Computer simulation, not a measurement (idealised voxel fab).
process module | voxel ribs on slabs
cross-section cut | 185 nm wide | cells 5 nm
A cross-section is a grid of square cells, given in bands from the top down. A band is one or more rows of cells.
Each band's line starts with the height of the band's top and of its bottom, in nm. Then come its materials from left to right, each with its width in nm. One material with "throughout" fills the band from edge to edge. "air" is empty space.
Height 0 is the level under which the wafer as received is all one material. The lowest band goes on downwards, as in "0 down".
A width such as "30 to 40" changes by the same amount from each row of cells to the next, from the band's top row to its bottom row.
"no change" after a step means that no cell of the cross-section changed.
closed voids: empty space of 8 cells or more with no open way to the top, each as width x height at its distance from the left edge, in nm
after a step's settings: what the simulator itself notes on the step
overlay nm, on a step with a mask: how far to the right of its planned place the mask lay; to the left if negative
plan
1 op RECEIVE | material Si
2 op DIRECTIONAL_DEP | material SiO2 | thk nm 25
3 op DIRECTIONAL_DEP | material SiN | thk nm 15
4 op PATTERN | tone cover | mask id RIB | material resist | width nm 30 | thk nm 15 | overlay nm 0
5 op DIRECTIONAL_ETCH | etch materials SiN | depth nm 5
6 op STRIP | etch materials resist
7 op DIRECTIONAL_DEP | material aC | thk nm 10
8 op PATTERN | tone cover | mask id SLAB | material resist | width nm 60 | thk nm 25 | overlay nm 0
9 op DIRECTIONAL_ETCH | etch materials aC | depth nm 10
10 op STRIP | etch materials resist
11 op DIRECTIONAL_ETCH | etch materials SiN | depth nm 10
12 op STRIP | etch materials aC
13 op FILL_DEP | material SiO2 | thk nm 25
14 op CMP | height nm 60
15 op DIRECTIONAL_DEP | material W | thk nm 5
16 op PATTERN | tone cover | mask id HEATER | material resist | width nm 40 | thk nm 15 | overlay nm 0
17 op DIRECTIONAL_ETCH | etch materials W | depth nm 5
18 op STRIP | etch materials resist
19 op CONFORMAL_DEP | material SiN | thk nm 10
first wafer, as planned
as received, after step 1
  0 down: Si throughout
  closed voids: none
after step 2
  25 to 0: SiO2 throughout
  below 0: unchanged
after step 3
  40 to 25: SiN throughout
  below 25: unchanged
after step 4
  55 to 40: air 75 | resist 30 | air 80
  below 40: unchanged
after step 5
  55 to 40: air 75 | resist 30 | air 80
  40 to 35: air 75 | SiN 30 | air 80
  below 35: unchanged
after step 6
  40 to 35: air 75 | SiN 30 | air 80
  below 35: unchanged
after step 7
  50 to 45: air 75 | aC 30 | air 80
  45 to 40: aC throughout
  40 to 35: aC 75 | SiN 30 | aC 80
  below 35: unchanged
after step 8
  75 to 50: air 60 | resist 60 | air 65
  50 to 45: air 60 | resist 15 | aC 30 | resist 15 | air 65
  below 45: unchanged
after step 9
  65 to 50: air 60 | resist 60 | air 65
  50 to 45: air 60 | resist 15 | aC 30 | resist 15 | air 65
  45 to 40: air 60 | aC 60 | air 65
  40 to 35: air 60 | aC 15 | SiN 30 | aC 15 | air 65
  below 35: unchanged
after step 10
  50 to 40: air 75 to 60 | aC 30 to 60 | air 80 to 65
  below 40: unchanged
after step 11
  50 to 40: air 75 to 60 | aC 30 to 60 | air 80 to 65
  40 to 35: air 60 | aC 15 | SiN 30 | aC 15 | air 65
  35 to 25: air 60 | SiN 60 | air 65
  below 25: unchanged
after step 12
  40 to 35: air 75 | SiN 30 | air 80
  below 35: unchanged
after step 13
  65 to 40: SiO2 throughout
  40 to 35: SiO2 75 | SiN 30 | SiO2 80
  35 to 25: SiO2 60 | SiN 60 | SiO2 65
  below 25: unchanged
after step 14
  60 to 40: SiO2 throughout
  below 40: unchanged
after step 15
  65 to 60: W throughout
  below 60: unchanged
after step 16
  80 to 65: air 70 | resist 40 | air 75
  below 65: unchanged
after step 17
  80 to 65: air 70 | resist 40 | air 75
  65 to 60: air 70 | W 40 | air 75
  below 60: unchanged
after step 18
  65 to 60: air 70 | W 40 | air 75
  below 60: unchanged
after step 19
  75 to 70: air 60 | SiN 60 | air 65
  70 to 65: SiN throughout
  65 to 60: SiN 70 | W 40 | SiN 75
  below 60: unchanged
second wafer: like start, like plan, one mistake. Through step 3 it matches the first wafer
when step 4 should have ended
  55 to 40: resist 75 | air 30 | resist 80
  below 40: unchanged
when step 5 should have ended
  55 to 40: resist 75 | air 30 | resist 80
  40 to 35: SiN 75 | air 30 | SiN 80
  below 35: unchanged
when step 6 should have ended
  40 to 35: SiN 75 | air 30 | SiN 80
  below 35: unchanged
when step 7 should have ended
  50 to 45: aC 75 | air 30 | aC 80
  45 to 40: aC throughout
  40 to 35: SiN 75 | aC 30 | SiN 80
  below 35: unchanged
when step 8 should have ended
  75 to 50: air 60 | resist 60 | air 65
  50 to 45: aC 75 | resist 30 | aC 80
  below 45: unchanged
when step 9 should have ended
  65 to 50: air 60 | resist 60 | air 65
  50 to 45: air 60 | aC 15 | resist 30 | aC 15 | air 65
  45 to 40: air 60 | aC 60 | air 65
  below 40: unchanged
when step 10 should have ended
  50 to 45: air 60 | aC 15 | air 30 | aC 15 | air 65
  below 45: unchanged
when step 11 should have ended
  50 to 45: air 60 | aC 15 | air 30 | aC 15 | air 65
  45 to 40: air 60 | aC 60 | air 65
  40 to 35: air 60 | SiN 15 | aC 30 | SiN 15 | air 65
  35 to 30: air 60 | SiN 60 | air 65
  below 30: unchanged
when step 12 should have ended
  40 to 35: air 60 | SiN 15 | air 30 | SiN 15 | air 65
  below 35: unchanged
when step 13 should have ended
  65 to 40: SiO2 throughout
  40 to 35: SiO2 60 | SiN 15 | SiO2 30 | SiN 15 | SiO2 65
  35 to 30: SiO2 60 | SiN 60 | SiO2 65
  below 30: unchanged
when step 14 should have ended
  60 to 40: SiO2 throughout
  below 40: unchanged
when step 15 should have ended
  65 to 60: W throughout
  below 60: unchanged
when step 16 should have ended
  80 to 65: air 70 | resist 40 | air 75
  below 65: unchanged
when step 17 should have ended
  80 to 65: air 70 | resist 40 | air 75
  65 to 60: air 70 | W 40 | air 75
  below 60: unchanged
when step 18 should have ended
  65 to 60: air 70 | W 40 | air 75
  below 60: unchanged
when step 19 should have ended
  75 to 70: air 60 | SiN 60 | air 65
  70 to 65: SiN throughout
  65 to 60: SiN 70 | W 40 | SiN 75
  below 60: unchanged
what went wrong: step 4 ran as: op PATTERN | tone open | mask id RIB | material resist | width nm 30 | thk nm 15 | overlay nm 0
at the end the second wafer has, in cells: 25 more of SiN | 25 fewer of SiO2
